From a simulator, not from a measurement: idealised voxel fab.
The following is a process module called voxel gate over fins.
The width of the displayed cross-section, cut, is 275 nm; its cells are square, with a size of 5 nm.
Bands, listed from the top down, are how a cross-section gets written in this document; the cross-section itself is a grid of square cells, and a band is one or more rows of them. First you get the band's top height and its bottom height, in nm, and then the materials it's made of, left to right, with each width in nm. If you see a single material with "throughout", that one covers the band edge to edge. "blank" is empty space. It should be noted that heights are counted from 0, beneath which the wafer as supplied is of one material throughout, and that the lowest band possesses no lower boundary but continues downward, as written in "0 and below". Graded width ("30..40"): value in top row of band = first number; value in bottom row = second number; row-to-row change constant. The cross-section has no changed cell in any step marked "left unchanged". In "Enclosed void entries" the enclosed voids are listed, meaning empty spaces of 8 cells or larger without any opening to the top. The form is width x height at distance, distance from the left edge, units nm. Step line, after settings: the simulator's comment on this step. overlay nm: where the mask lay relative to plan, measured to the right, on steps with a mask; negatives go left.

Process steps - plan:
1) RECEIVE [material Si]
2) CONFORMAL_DEP [material SiN] [thk nm 10]
3) MASKED_ETCH [tone cover] [mask id FINS] [width nm 15] [pitch nm 55] [etch materials SiN] [depth nm 10] [overlay nm 0]
4) MASKED_ETCH [tone cover] [mask id FINS] [width nm 15] [pitch nm 55] [etch materials Si] [depth nm 35] [overlay nm 0]
5) FILL_DEP [material SiO2] [thk nm 10]
6) CMP [height nm 10]
7) PATTERN [tone open] [mask id RAIL] [material resist] [width nm 15] [thk nm 15] [overlay nm 0]
8) DIRECTIONAL_ETCH [etch materials SiO2] [depth nm 40]
9) STRIP [etch materials resist]
10) CONFORMAL_DEP [material TiN] [thk nm 5]
11) FILL_DEP [material W] [thk nm 10]
12) CMP [height nm 10]
13) SELECTIVE_ETCH [etch materials W Ru TiN] [depth nm 30]
14) FILL_DEP [material SiO2] [thk nm 5]
15) CMP [height nm 10]
16) SELECTIVE_ETCH [etch materials SiO2] [depth nm 25]
17) STRIP [etch materials SiN]
18) CONFORMAL_DEP [material HfO2] [thk nm 5]
19) CONFORMAL_DEP [material TiN] [thk nm 5]
20) CONFORMAL_DEP [material TiAl] [thk nm 5]
21) CONFORMAL_DEP [material TiN] [thk nm 5]
22) FILL_DEP [material W] [thk nm 10]
23) CMP [height nm 25]
24) CONFORMAL_DEP [material SiN] [thk nm 10]

Cross-section, incoming material, after step 1:
0 and below | Si throughout
Enclosed void entries: none

Cross-sectional image of the first of two wafers at the end of the module, the run having proceeded as planned:
35 down to 25 | SiN throughout
25 down to 20 | W throughout
20 down to 15 | W (80), TiN (110), W (85)
15 down to 10 | W (80), TiN (5), TiAl (45), TiN (10), TiAl (45), TiN (5), W (85)
10 down to 5 | W (80), TiN (5), TiAl (5), TiN (35), TiAl (5), TiN (10), TiAl (5), TiN (35), TiAl (5), TiN (5), W (85)
5 down to 0 | TiN (85), TiAl (5), TiN (5), HfO2 (25), TiN (5), TiAl (5), TiN (10), TiAl (5), TiN (5), HfO2 (25), TiN (5), TiAl (5), TiN (90)
0 down to -5 | TiAl (90), TiN (5), HfO2 (5), Si (15), HfO2 (5), TiN (5), TiAl (20), TiN (5), HfO2 (5), Si (15), HfO2 (5), TiN (5), TiAl (95)
-5 down to -10 | TiN (95), HfO2 (5), Si (15), HfO2 (5), TiN (30), HfO2 (5), Si (15), HfO2 (5), TiN (100)
-10 down to -15 | HfO2 (100), Si (15), HfO2 (40), Si (15), HfO2 (105)
-15 down to -20 | SiO2 (100), Si (15), SiO2 (40), Si (15), SiO2 (105)
-20 down to -25 | SiO2 (100), Si (15), SiO2 (10), TiN (5), W (5), TiN (5), SiO2 (15), Si (15), SiO2 (105)
-25 down to -30 | SiO2 (100), Si (15), SiO2 (10), TiN (15), SiO2 (15), Si (15), SiO2 (105)
-30 down to -35 | SiO2 (100), Si (15), SiO2 (40), Si (15), SiO2 (105)
-35 and below | Si throughout
Enclosed void entries: none

Now the second wafer, cross-sectioned at the end of the module. Nothing different at the start, nothing different in the plan compared with the first, just one mistake when it was actually run:
35 down to 25 | SiN throughout
25 down to 20 | W throughout
20 down to 15 | W (80), TiN (110), W (85)
15 down to 10 | W (80), TiN (5), TiAl (45), TiN (10), TiAl (45), TiN (5), W (85)
10 down to 5 | W (80), TiN (5), TiAl (5), TiN (35), TiAl (5), TiN (10), TiAl (5), TiN (35), TiAl (5), TiN (5), W (85)
5 down to 0 | TiN (85), TiAl (5), TiN (5), HfO2 (25), TiN (5), TiAl (5), TiN (10), TiAl (5), TiN (5), HfO2 (25), TiN (5), TiAl (5), TiN (90)
0 down to -5 | TiAl (90), TiN (5), HfO2 (5), Si (15), HfO2 (5), TiN (5), TiAl (20), TiN (5), HfO2 (5), Si (15), HfO2 (5), TiN (5), TiAl (95)
-5 down to -10 | TiN (95), HfO2 (5), Si (15), HfO2 (5), TiN (30), HfO2 (5), Si (15), HfO2 (5), TiN (100)
-10 down to -15 | HfO2 (100), Si (15), HfO2 (40), Si (15), HfO2 (105)
-15 down to -20 | SiO2 (100), Si (15), SiO2 (40), Si (15), SiO2 (105)
-20 down to -25 | SiO2 (100), Si (15), SiO2 (5), TiN (5), W (15), TiN (5), SiO2 (10), Si (15), SiO2 (105)
-25 down to -30 | SiO2 (100), Si (15), SiO2 (5), TiN (25), SiO2 (10), Si (15), SiO2 (105)
-30 down to -35 | SiO2 (100), Si (15), SiO2 (40), Si (15), SiO2 (105)
-35 and below | Si throughout
Enclosed void entries: none
What was the processing mistake? step 7 ran differently from the plan; actual operation with settings: PATTERN [tone open] [mask id RAIL] [material resist] [width nm 25] [thk nm 15] [overlay nm 0]
Counted in cells at the end, the second wafer holds more or fewer of these materials than the first: -4 SiO2 | +2 TiN | +2 W
